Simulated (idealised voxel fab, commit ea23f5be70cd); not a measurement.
process module | voxel trench capacitor
cross-section cut | 250 nm wide | cells 5 nm
A cross-section is a grid of square cells, given in bands from the top down. A band is one or more rows of cells.
Each band's line starts with the height of the band's top and of its bottom, in nm. Then come its materials from left to right, each with its width in nm. One material with "throughout" fills the band from edge to edge. "air" is empty space.
Height 0 is the level under which the wafer as received is all one material. The lowest band goes on downwards, as in "0 down".
A width such as "30 to 40" changes by the same amount from each row of cells to the next, from the band's top row to its bottom row.
"no change" after a step means that no cell of the cross-section changed.
closed voids: empty space of 8 cells or more with no open way to the top, each as width x height at its distance from the left edge, in nm
after a step's settings: what the simulator itself notes on the step
overlay nm, on a step with a mask: how far to the right of its planned place the mask lay; to the left if negative
plan
1 op RECEIVE | material Si
2 op CONFORMAL_DEP | material SiN | thk nm 10
3 op DIRECTIONAL_DEP | material aC | thk nm 15
4 op PATTERN | tone open | mask id TRENCH | material resist | width nm 30 | pitch nm 60 | thk nm 35 | overlay nm -15
5 op DIRECTIONAL_ETCH | etch materials aC | depth nm 15
6 op STRIP | etch materials resist
7 op DIRECTIONAL_ETCH | etch materials SiN | depth nm 10
8 op DIRECTIONAL_ETCH | etch materials Si | depth nm 25
9 op STRIP | etch materials aC
10 op CONFORMAL_DEP | material Al2O3 | thk nm 5
11 op CONFORMAL_DEP | material TiN | thk nm 5
12 op FILL_DEP | material W | thk nm 5
13 op CMP | height nm 10
varied across the wafers: overlay nm of step 4. The plan shows the first wafer's value. All wafers start alike
first wafer as received, after step 1
  0 down: Si throughout
  closed voids: none
each wafer at the end: cells of each material gained (+) or lost (-) since it was received, then its closed voids
overlay nm -15 | +36 Al2O3 | -60 Si | +76 SiN | +28 TiN | +20 W | closed voids: none
overlay nm -10 | +36 Al2O3 | -60 Si | +76 SiN | +28 TiN | +20 W | closed voids: none
overlay nm -5 | +36 Al2O3 | -60 Si | +76 SiN | +28 TiN | +20 W | closed voids: none
overlay nm 0 | +36 Al2O3 | -60 Si | +76 SiN | +28 TiN | +20 W | closed voids: none
overlay nm 5 | +36 Al2O3 | -60 Si | +76 SiN | +28 TiN | +20 W | closed voids: none
overlay nm 10 | +36 Al2O3 | -60 Si | +76 SiN | +28 TiN | +20 W | closed voids: none
overlay nm 15 | +36 Al2O3 | -60 Si | +76 SiN | +28 TiN | +20 W | closed voids: none
